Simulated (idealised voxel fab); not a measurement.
The document below concerns the process module designated voxel wiring stack.
Cross-section cut: width 250 nm, square cells of 5 nm.
The cross-sections in this document take the form of a grid made of square cells. They are written out as bands, in order from top to bottom. Each band consists of one or more rows of cells.
Look at the band entry: it leads with the top's height and the bottom's height in nm. Then it lists the materials left to right, with a width in nm for each. The word "throughout" on a single material says that material fills the band edge to edge. The word "air" is empty space.
Basically, 0 is our baseline, since under it the wafer straight out of the box is all one material. The bottom band has no lower end and keeps on going down, so it looks like "0 and below".
Read "30->40" as a graded width: first number on top, second number at the bottom, same change between each pair of neighbouring rows.
"left unchanged" for a step: no cell of the cross-section changed in that step.
Any empty space of 8 cells or more lacking an open way to the top shows up in "Enclosed voids" as width x height at distance, distance from the left edge, in nm.
It should be noted that, on the line of a given step, the content following the step's settings is a remark produced by the simulator itself with respect to that step.
"overlay nm" answers the question of how far to the right of plan the mask lay on a step that has a mask, and when it is negative the answer is to the left.
These are the steps we planned for the process:
1 RECEIVE with material Si
2 CONFORMAL_DEP with material SiO2, thk nm 10
3 CONFORMAL_DEP with material SiCN, thk nm 5
4 DIRECTIONAL_DEP with material SiO2, thk nm 15
5 DIRECTIONAL_DEP with material aC, thk nm 10
6 PATTERN with tone open, mask id METAL_1, material resist, width nm 20, pitch nm 35, thk nm 25, overlay nm 0
7 DIRECTIONAL_ETCH with etch materials aC, depth nm 10
8 STRIP with etch materials resist
9 DIRECTIONAL_ETCH with etch materials SiO2, depth nm 15
10 DIRECTIONAL_ETCH with etch materials SiCN, depth nm 5
11 STRIP with etch materials aC
12 CONFORMAL_DEP with material TiN, thk nm 5
13 FILL_DEP with material Cu, thk nm 10
14 CMP with height nm 30
15 EPI with material Ru, thk nm 5
16 FILL_DEP with material SiCN, thk nm 5
17 DIRECTIONAL_DEP with material SiO2, thk nm 15
18 DIRECTIONAL_DEP with material aC, thk nm 10
19 PATTERN with tone open, mask id PLUG_1, material resist, width nm 15, pitch nm 70, thk nm 25, overlay nm 0
20 DIRECTIONAL_ETCH with etch materials aC, depth nm 10
21 STRIP with etch materials resist
22 DIRECTIONAL_ETCH with etch materials SiO2, depth nm 15
23 DIRECTIONAL_ETCH with etch materials SiCN, depth nm 5
24 STRIP with etch materials aC
25 CONFORMAL_DEP with material TiN, thk nm 5
26 FILL_DEP with material W, thk nm 5
27 CMP with height nm 55
28 DIRECTIONAL_DEP with material TiN, thk nm 5
29 DIRECTIONAL_DEP with material W, thk nm 25
30 MASKED_ETCH with tone cover, mask id METAL_2, width nm 20, pitch nm 35, etch materials W, depth nm 25, overlay nm 0
31 MASKED_ETCH with tone cover, mask id METAL_2, width nm 20, pitch nm 35, etch materials TiN, depth nm 5, overlay nm 0
32 CONFORMAL_DEP with material SiN, thk nm 5
33 FILL_DEP with material SiO2, thk nm 5
34 CMP with height nm 85
35 CONFORMAL_DEP with material SiCN, thk nm 5
36 DIRECTIONAL_DEP with material lowk, thk nm 25
37 DIRECTIONAL_DEP with material aC, thk nm 10
38 PATTERN with tone open, mask id METAL_3, material resist, width nm 20, pitch nm 35, thk nm 25, overlay nm 0
39 DIRECTIONAL_ETCH with etch materials aC, depth nm 10
40 STRIP with etch materials resist
41 DIRECTIONAL_ETCH with etch materials lowk, depth nm 15
42 STRIP with etch materials aC
43 PATTERN with tone open, mask id METAL_3_HOLES, material resist, width nm 15, pitch nm 35, thk nm 20, overlay nm 0
44 DIRECTIONAL_ETCH with etch materials lowk, depth nm 10
45 DIRECTIONAL_ETCH with etch materials SiCN, depth nm 5
46 STRIP with etch materials resist
47 CONFORMAL_DEP with material TiN, thk nm 5
48 FILL_DEP with material Cu, thk nm 10
49 CMP with height nm 115
50 CONFORMAL_DEP with material SiN, thk nm 5
On the first of the two wafers: run conducted according to plan:
As-received state of the wafer in cross-section, equivalent to post-step 1:
- 0 and below: Si throughout
- Enclosed voids: none
Cross-sectional representation of the wafer at the conclusion of step 2:
- 10 down to 0: SiO2 throughout
- Everything below 0 is unchanged.
Cross-sectional representation of the wafer at the conclusion of step 3:
- 15 down to 10: SiCN throughout
- Everything below 10 is unchanged.
Cross-sectional representation of the wafer at the conclusion of step 4:
- 30 down to 15: SiO2 throughout
- Everything below 15 is unchanged.
Cross-sectional representation of the wafer at the conclusion of step 5:
- 40 down to 30: aC throughout
- Everything below 30 is unchanged.
Cross-sectional representation of the wafer at the conclusion of step 6:
- 65 down to 40: resist: 80; air: 20; resist: 15; air: 20; resist: 15; air: 20; resist: 80
- Everything below 40 is unchanged.
Cross-sectional representation of the wafer at the conclusion of step 7:
- 55 down to 40: resist: 80; air: 20; resist: 15; air: 20; resist: 15; air: 20; resist: 80
- 40 down to 30: aC: 80; air: 20; aC: 15; air: 20; aC: 15; air: 20; aC: 80
- Everything below 30 is unchanged.
Cross-sectional representation of the wafer at the conclusion of step 8:
- 40 down to 30: aC: 80; air: 20; aC: 15; air: 20; aC: 15; air: 20; aC: 80
- Everything below 30 is unchanged.
Cross-sectional representation of the wafer at the conclusion of step 9:
- 40 down to 30: aC: 80; air: 20; aC: 15; air: 20; aC: 15; air: 20; aC: 80
- 30 down to 15: SiO2: 80; air: 20; SiO2: 15; air: 20; SiO2: 15; air: 20; SiO2: 80
- Everything below 15 is unchanged.
Cross-sectional representation of the wafer at the conclusion of step 10:
- 40 down to 30: aC: 80; air: 20; aC: 15; air: 20; aC: 15; air: 20; aC: 80
- 30 down to 15: SiO2: 80; air: 20; SiO2: 15; air: 20; SiO2: 15; air: 20; SiO2: 80
- 15 down to 10: SiCN: 80; air: 20; SiCN: 15; air: 20; SiCN: 15; air: 20; SiCN: 80
- Everything below 10 is unchanged.
Cross-sectional representation of the wafer at the conclusion of step 11:
- 30 down to 15: SiO2: 80; air: 20; SiO2: 15; air: 20; SiO2: 15; air: 20; SiO2: 80
- Everything below 15 is unchanged.
Cross-sectional representation of the wafer at the conclusion of step 12:
- 35 down to 30: TiN: 85; air: 10; TiN: 25; air: 10; TiN: 25; air: 10; TiN: 85
- 30 down to 15: SiO2: 80; TiN: 5; air: 10; TiN: 5; SiO2: 15; TiN: 5; air: 10; TiN: 5; SiO2: 15; TiN: 5; air: 10; TiN: 5; SiO2: 80
- 15 down to 10: SiCN: 80; TiN: 20; SiCN: 15; TiN: 20; SiCN: 15; TiN: 20; SiCN: 80
- Everything below 10 is unchanged.
Cross-sectional representation of the wafer at the conclusion of step 13:
- 45 down to 35: Cu throughout
- 35 down to 30: TiN: 85; Cu: 10; TiN: 25; Cu: 10; TiN: 25; Cu: 10; TiN: 85
- 30 down to 15: SiO2: 80; TiN: 5; Cu: 10; TiN: 5; SiO2: 15; TiN: 5; Cu: 10; TiN: 5; SiO2: 15; TiN: 5; Cu: 10; TiN: 5; SiO2: 80
- Everything below 15 is unchanged.
Cross-sectional representation of the wafer at the conclusion of step 14:
- 30 down to 15: SiO2: 80; TiN: 5; Cu: 10; TiN: 5; SiO2: 15; TiN: 5; Cu: 10; TiN: 5; SiO2: 15; TiN: 5; Cu: 10; TiN: 5; SiO2: 80
- Everything below 15 is unchanged.
Cross-sectional representation of the wafer at the conclusion of step 15:
- 35 down to 30: air: 75; Ru: 30; air: 5; Ru: 30; air: 5; Ru: 30; air: 75
- Everything below 30 is unchanged.
Cross-sectional representation of the wafer at the conclusion of step 16:
- 40 down to 35: SiCN throughout
- 35 down to 30: SiCN: 75; Ru: 30; SiCN: 5; Ru: 30; SiCN: 5; Ru: 30; SiCN: 75
- Everything below 30 is unchanged.
Cross-sectional representation of the wafer at the conclusion of step 17:
- 55 down to 40: SiO2 throughout
- Everything below 40 is unchanged.
Cross-sectional representation of the wafer at the conclusion of step 18:
- 65 down to 55: aC throughout
- Everything below 55 is unchanged.
Cross-sectional representation of the wafer at the conclusion of step 19:
- 90 down to 65: resist: 80; air: 15; resist: 55; air: 15; resist: 85
- Everything below 65 is unchanged.
Cross-sectional representation of the wafer at the conclusion of step 20:
- 80 down to 65: resist: 80; air: 15; resist: 55; air: 15; resist: 85
- 65 down to 55: aC: 80; air: 15; aC: 55; air: 15; aC: 85
- Everything below 55 is unchanged.
Cross-sectional representation of the wafer at the conclusion of step 21:
- 65 down to 55: aC: 80; air: 15; aC: 55; air: 15; aC: 85
- Everything below 55 is unchanged.
Cross-sectional representation of the wafer at the conclusion of step 22:
- 65 down to 55: aC: 80; air: 15; aC: 55; air: 15; aC: 85
- 55 down to 40: SiO2: 80; air: 15; SiO2: 55; air: 15; SiO2: 85
- Everything below 40 is unchanged.
Cross-sectional representation of the wafer at the conclusion of step 23:
- 65 down to 55: aC: 80; air: 15; aC: 55; air: 15; aC: 85
- 55 down to 40: SiO2: 80; air: 15; SiO2: 55; air: 15; SiO2: 85
- 40 down to 35: SiCN: 80; air: 15; SiCN: 55; air: 15; SiCN: 85
- Everything below 35 is unchanged.
Cross-sectional representation of the wafer at the conclusion of step 24:
- 55 down to 40: SiO2: 80; air: 15; SiO2: 55; air: 15; SiO2: 85
- Everything below 40 is unchanged.
Cross-sectional representation of the wafer at the conclusion of step 25:
- 60 down to 55: TiN: 85; air: 5; TiN: 65; air: 5; TiN: 90
- 55 down to 40: SiO2: 80; TiN: 5; air: 5; TiN: 5; SiO2: 55; TiN: 5; air: 5; TiN: 5; SiO2: 85
- 40 down to 35: SiCN: 80; TiN: 15; SiCN: 55; TiN: 15; SiCN: 85
- Everything below 35 is unchanged.
Cross-sectional representation of the wafer at the conclusion of step 26:
- 65 down to 60: W throughout
- 60 down to 55: TiN: 85; W: 5; TiN: 65; W: 5; TiN: 90
- 55 down to 40: SiO2: 80; TiN: 5; W: 5; TiN: 5; SiO2: 55; TiN: 5; W: 5; TiN: 5; SiO2: 85
- Everything below 40 is unchanged.
Cross-sectional representation of the wafer at the conclusion of step 27:
- 55 down to 40: SiO2: 80; TiN: 5; W: 5; TiN: 5; SiO2: 55; TiN: 5; W: 5; TiN: 5; SiO2: 85
- Everything below 40 is unchanged.
Cross-sectional representation of the wafer at the conclusion of step 28:
- 60 down to 55: TiN throughout
- Everything below 55 is unchanged.
Cross-sectional representation of the wafer at the conclusion of step 29:
- 85 down to 60: W throughout
- Everything below 60 is unchanged.
Cross-sectional representation of the wafer at the conclusion of step 30:
- 85 down to 60: air: 80; W: 20; air: 15; W: 20; air: 15; W: 20; air: 80
- Everything below 60 is unchanged.
Cross-sectional representation of the wafer at the conclusion of step 31:
- 85 down to 60: air: 80; W: 20; air: 15; W: 20; air: 15; W: 20; air: 80
- 60 down to 55: air: 80; TiN: 20; air: 15; TiN: 20; air: 15; TiN: 20; air: 80
- Everything below 55 is unchanged.
Cross-sectional representation of the wafer at the conclusion of step 32:
- 90 down to 85: air: 75; SiN: 30; air: 5; SiN: 30; air: 5; SiN: 30; air: 75
- 85 down to 60: air: 75; SiN: 5; W: 20; SiN: 5; air: 5; SiN: 5; W: 20; SiN: 5; air: 5; SiN: 5; W: 20; SiN: 5; air: 75
- 60 down to 55: SiN: 80; TiN: 20; SiN: 15; TiN: 20; SiN: 15; TiN: 20; SiN: 80
- Everything below 55 is unchanged.
Cross-sectional representation of the wafer at the conclusion of step 33:
- 95 down to 90: SiO2 throughout
- 90 down to 85: SiO2: 75; SiN: 30; SiO2: 5; SiN: 30; SiO2: 5; SiN: 30; SiO2: 75
- 85 down to 60: SiO2: 75; SiN: 5; W: 20; SiN: 5; SiO2: 5; SiN: 5; W: 20; SiN: 5; SiO2: 5; SiN: 5; W: 20; SiN: 5; SiO2: 75
- Everything below 60 is unchanged.
Cross-sectional representation of the wafer at the conclusion of step 34:
- 85 down to 60: SiO2: 75; SiN: 5; W: 20; SiN: 5; SiO2: 5; SiN: 5; W: 20; SiN: 5; SiO2: 5; SiN: 5; W: 20; SiN: 5; SiO2: 75
- Everything below 60 is unchanged.
Cross-sectional representation of the wafer at the conclusion of step 35:
- 90 down to 85: SiCN throughout
- Everything below 85 is unchanged.
Cross-sectional representation of the wafer at the conclusion of step 36:
- 115 down to 90: lowk throughout
- Everything below 90 is unchanged.
Cross-sectional representation of the wafer at the conclusion of step 37:
- 125 down to 115: aC throughout
- Everything below 115 is unchanged.
Cross-sectional representation of the wafer at the conclusion of step 38:
- 150 down to 125: resist: 80; air: 20; resist: 15; air: 20; resist: 15; air: 20; resist: 80
- Everything below 125 is unchanged.
Cross-sectional representation of the wafer at the conclusion of step 39:
- 140 down to 125: resist: 80; air: 20; resist: 15; air: 20; resist: 15; air: 20; resist: 80
- 125 down to 115: aC: 80; air: 20; aC: 15; air: 20; aC: 15; air: 20; aC: 80
- Everything below 115 is unchanged.
Cross-sectional representation of the wafer at the conclusion of step 40:
- 125 down to 115: aC: 80; air: 20; aC: 15; air: 20; aC: 15; air: 20; aC: 80
- Everything below 115 is unchanged.
Cross-sectional representation of the wafer at the conclusion of step 41:
- 125 down to 115: aC: 80; air: 20; aC: 15; air: 20; aC: 15; air: 20; aC: 80
- 115 down to 100: lowk: 80; air: 20; lowk: 15; air: 20; lowk: 15; air: 20; lowk: 80
- Everything below 100 is unchanged.
Cross-sectional representation of the wafer at the conclusion of step 42:
- 115 down to 100: lowk: 80; air: 20; lowk: 15; air: 20; lowk: 15; air: 20; lowk: 80
- Everything below 100 is unchanged.
Cross-sectional representation of the wafer at the conclusion of step 43:
- 135 down to 115: resist: 80; air: 15; resist: 20; air: 15; resist: 20; air: 15; resist: 85
- 115 down to 100: lowk: 80; air: 15; resist: 5; lowk: 15; air: 15; resist: 5; lowk: 15; air: 15; resist: 5; lowk: 80
- Everything below 100 is unchanged.
Cross-sectional representation of the wafer at the conclusion of step 44:
- 135 down to 115: resist: 80; air: 15; resist: 20; air: 15; resist: 20; air: 15; resist: 85
- 115 down to 100: lowk: 80; air: 15; resist: 5; lowk: 15; air: 15; resist: 5; lowk: 15; air: 15; resist: 5; lowk: 80
- 100 down to 90: lowk: 80; air: 15; lowk: 20; air: 15; lowk: 20; air: 15; lowk: 85
- Everything below 90 is unchanged.
Cross-sectional representation of the wafer at the conclusion of step 45:
- 135 down to 115: resist: 80; air: 15; resist: 20; air: 15; resist: 20; air: 15; resist: 85
- 115 down to 100: lowk: 80; air: 15; resist: 5; lowk: 15; air: 15; resist: 5; lowk: 15; air: 15; resist: 5; lowk: 80
- 100 down to 90: lowk: 80; air: 15; lowk: 20; air: 15; lowk: 20; air: 15; lowk: 85
- 90 down to 85: SiCN: 80; air: 15; SiCN: 20; air: 15; SiCN: 20; air: 15; SiCN: 85
- Everything below 85 is unchanged.
Cross-sectional representation of the wafer at the conclusion of step 46:
- 115 down to 100: lowk: 80; air: 20; lowk: 15; air: 20; lowk: 15; air: 20; lowk: 80
- Everything below 100 is unchanged.
Cross-sectional representation of the wafer at the conclusion of step 47:
- 120 down to 115: TiN: 85; air: 10; TiN: 25; air: 10; TiN: 25; air: 10; TiN: 85
- 115 down to 105: lowk: 80; TiN: 5; air: 10; TiN: 5; lowk: 15; TiN: 5; air: 10; TiN: 5; lowk: 15; TiN: 5; air: 10; TiN: 5; lowk: 80
- 105 down to 100: lowk: 80; TiN: 5; air: 5; TiN: 10; lowk: 15; TiN: 5; air: 5; TiN: 10; lowk: 15; TiN: 5; air: 5; TiN: 10; lowk: 80
- 100 down to 90: lowk: 80; TiN: 5; air: 5; TiN: 5; lowk: 20; TiN: 5; air: 5; TiN: 5; lowk: 20; TiN: 5; air: 5; TiN: 5; lowk: 85
- 90 down to 85: SiCN: 80; TiN: 15; SiCN: 20; TiN: 15; SiCN: 20; TiN: 15; SiCN: 85
- Everything below 85 is unchanged.
Cross-sectional representation of the wafer at the conclusion of step 48:
- 130 down to 120: Cu throughout
- 120 down to 115: TiN: 85; Cu: 10; TiN: 25; Cu: 10; TiN: 25; Cu: 10; TiN: 85
- 115 down to 105: lowk: 80; TiN: 5; Cu: 10; TiN: 5; lowk: 15; TiN: 5; Cu: 10; TiN: 5; lowk: 15; TiN: 5; Cu: 10; TiN: 5; lowk: 80
- 105 down to 100: lowk: 80; TiN: 5; Cu: 5; TiN: 10; lowk: 15; TiN: 5; Cu: 5; TiN: 10; lowk: 15; TiN: 5; Cu: 5; TiN: 10; lowk: 80
- 100 down to 90: lowk: 80; TiN: 5; Cu: 5; TiN: 5; lowk: 20; TiN: 5; Cu: 5; TiN: 5; lowk: 20; TiN: 5; Cu: 5; TiN: 5; lowk: 85
- Everything below 90 is unchanged.
Cross-sectional representation of the wafer at the conclusion of step 49:
- 115 down to 105: lowk: 80; TiN: 5; Cu: 10; TiN: 5; lowk: 15; TiN: 5; Cu: 10; TiN: 5; lowk: 15; TiN: 5; Cu: 10; TiN: 5; lowk: 80
- Everything below 105 is unchanged.
Cross-sectional representation of the wafer at the conclusion of step 50:
- 120 down to 115: SiN throughout
- Everything below 115 is unchanged.
Wafer two. Identical start, identical plan. One mistake in execution. Identical history through step 27:
Second wafer at the planned finish of step 28, seen in cross-section:
- 80 down to 55: W throughout
- Everything below 55 is unchanged.
Second wafer at the planned finish of step 29, seen in cross-section:
- 85 down to 80: TiN throughout
- Everything below 80 is unchanged.
Second wafer at the planned finish of step 30, seen in cross-section: left unchanged
Second wafer at the planned finish of step 31, seen in cross-section:
- 85 down to 80: air: 80; TiN: 20; air: 15; TiN: 20; air: 15; TiN: 20; air: 80
- Everything below 80 is unchanged.
Second wafer at the planned finish of step 32, seen in cross-section:
- 90 down to 85: air: 75; SiN: 30; air: 5; SiN: 30; air: 5; SiN: 30; air: 75
- 85 down to 80: SiN: 80; TiN: 20; SiN: 15; TiN: 20; SiN: 15; TiN: 20; SiN: 80
- Everything below 80 is unchanged.
Second wafer at the planned finish of step 33, seen in cross-section:
- 95 down to 90: SiO2 throughout
- 90 down to 85: SiO2: 75; SiN: 30; SiO2: 5; SiN: 30; SiO2: 5; SiN: 30; SiO2: 75
- Everything below 85 is unchanged.
Second wafer at the planned finish of step 34, seen in cross-section:
- 85 down to 80: SiN: 80; TiN: 20; SiN: 15; TiN: 20; SiN: 15; TiN: 20; SiN: 80
- Everything below 80 is unchanged.
Second wafer at the planned finish of step 35, seen in cross-section:
- 90 down to 85: SiCN throughout
- Everything below 85 is unchanged.
Second wafer at the planned finish of step 36, seen in cross-section:
- 115 down to 90: lowk throughout
- Everything below 90 is unchanged.
Second wafer at the planned finish of step 37, seen in cross-section:
- 125 down to 115: aC throughout
- Everything below 115 is unchanged.
Second wafer at the planned finish of step 38, seen in cross-section:
- 150 down to 125: resist: 80; air: 20; resist: 15; air: 20; resist: 15; air: 20; resist: 80
- Everything below 125 is unchanged.
Second wafer at the planned finish of step 39, seen in cross-section:
- 140 down to 125: resist: 80; air: 20; resist: 15; air: 20; resist: 15; air: 20; resist: 80
- 125 down to 115: aC: 80; air: 20; aC: 15; air: 20; aC: 15; air: 20; aC: 80
- Everything below 115 is unchanged.
Second wafer at the planned finish of step 40, seen in cross-section:
- 125 down to 115: aC: 80; air: 20; aC: 15; air: 20; aC: 15; air: 20; aC: 80
- Everything below 115 is unchanged.
Second wafer at the planned finish of step 41, seen in cross-section:
- 125 down to 115: aC: 80; air: 20; aC: 15; air: 20; aC: 15; air: 20; aC: 80
- 115 down to 100: lowk: 80; air: 20; lowk: 15; air: 20; lowk: 15; air: 20; lowk: 80
- Everything below 100 is unchanged.
Second wafer at the planned finish of step 42, seen in cross-section:
- 115 down to 100: lowk: 80; air: 20; lowk: 15; air: 20; lowk: 15; air: 20; lowk: 80
- Everything below 100 is unchanged.
Second wafer at the planned finish of step 43, seen in cross-section:
- 135 down to 115: resist: 80; air: 15; resist: 20; air: 15; resist: 20; air: 15; resist: 85
- 115 down to 100: lowk: 80; air: 15; resist: 5; lowk: 15; air: 15; resist: 5; lowk: 15; air: 15; resist: 5; lowk: 80
- Everything below 100 is unchanged.
Second wafer at the planned finish of step 44, seen in cross-section:
- 135 down to 115: resist: 80; air: 15; resist: 20; air: 15; resist: 20; air: 15; resist: 85
- 115 down to 100: lowk: 80; air: 15; resist: 5; lowk: 15; air: 15; resist: 5; lowk: 15; air: 15; resist: 5; lowk: 80
- 100 down to 90: lowk: 80; air: 15; lowk: 20; air: 15; lowk: 20; air: 15; lowk: 85
- Everything below 90 is unchanged.
Second wafer at the planned finish of step 45, seen in cross-section:
- 135 down to 115: resist: 80; air: 15; resist: 20; air: 15; resist: 20; air: 15; resist: 85
- 115 down to 100: lowk: 80; air: 15; resist: 5; lowk: 15; air: 15; resist: 5; lowk: 15; air: 15; resist: 5; lowk: 80
- 100 down to 90: lowk: 80; air: 15; lowk: 20; air: 15; lowk: 20; air: 15; lowk: 85
- 90 down to 85: SiCN: 80; air: 15; SiCN: 20; air: 15; SiCN: 20; air: 15; SiCN: 85
- Everything below 85 is unchanged.
Second wafer at the planned finish of step 46, seen in cross-section:
- 115 down to 100: lowk: 80; air: 20; lowk: 15; air: 20; lowk: 15; air: 20; lowk: 80
- Everything below 100 is unchanged.
Second wafer at the planned finish of step 47, seen in cross-section:
- 120 down to 115: TiN: 85; air: 10; TiN: 25; air: 10; TiN: 25; air: 10; TiN: 85
- 115 down to 105: lowk: 80; TiN: 5; air: 10; TiN: 5; lowk: 15; TiN: 5; air: 10; TiN: 5; lowk: 15; TiN: 5; air: 10; TiN: 5; lowk: 80
- 105 down to 100: lowk: 80; TiN: 5; air: 5; TiN: 10; lowk: 15; TiN: 5; air: 5; TiN: 10; lowk: 15; TiN: 5; air: 5; TiN: 10; lowk: 80
- 100 down to 90: lowk: 80; TiN: 5; air: 5; TiN: 5; lowk: 20; TiN: 5; air: 5; TiN: 5; lowk: 20; TiN: 5; air: 5; TiN: 5; lowk: 85
- 90 down to 85: SiCN: 80; TiN: 15; SiCN: 20; TiN: 15; SiCN: 20; TiN: 15; SiCN: 85
- Everything below 85 is unchanged.
Second wafer at the planned finish of step 48, seen in cross-section:
- 130 down to 120: Cu throughout
- 120 down to 115: TiN: 85; Cu: 10; TiN: 25; Cu: 10; TiN: 25; Cu: 10; TiN: 85
- 115 down to 105: lowk: 80; TiN: 5; Cu: 10; TiN: 5; lowk: 15; TiN: 5; Cu: 10; TiN: 5; lowk: 15; TiN: 5; Cu: 10; TiN: 5; lowk: 80
- 105 down to 100: lowk: 80; TiN: 5; Cu: 5; TiN: 10; lowk: 15; TiN: 5; Cu: 5; TiN: 10; lowk: 15; TiN: 5; Cu: 5; TiN: 10; lowk: 80
- 100 down to 90: lowk: 80; TiN: 5; Cu: 5; TiN: 5; lowk: 20; TiN: 5; Cu: 5; TiN: 5; lowk: 20; TiN: 5; Cu: 5; TiN: 5; lowk: 85
- Everything below 90 is unchanged.
Second wafer at the planned finish of step 49, seen in cross-section:
- 115 down to 105: lowk: 80; TiN: 5; Cu: 10; TiN: 5; lowk: 15; TiN: 5; Cu: 10; TiN: 5; lowk: 15; TiN: 5; Cu: 10; TiN: 5; lowk: 80
- Everything below 105 is unchanged.
Second wafer at the planned finish of step 50, seen in cross-section:
- 120 down to 115: SiN throughout
- Everything below 115 is unchanged.
Deviation from plan: the intended sequence of steps 28 and 29 was reversed during processing, with each occupying the position of the other
End check, counted in cells, second wafer has more or fewer of these materials than the first: SiN -30, SiO2 -160, W +190
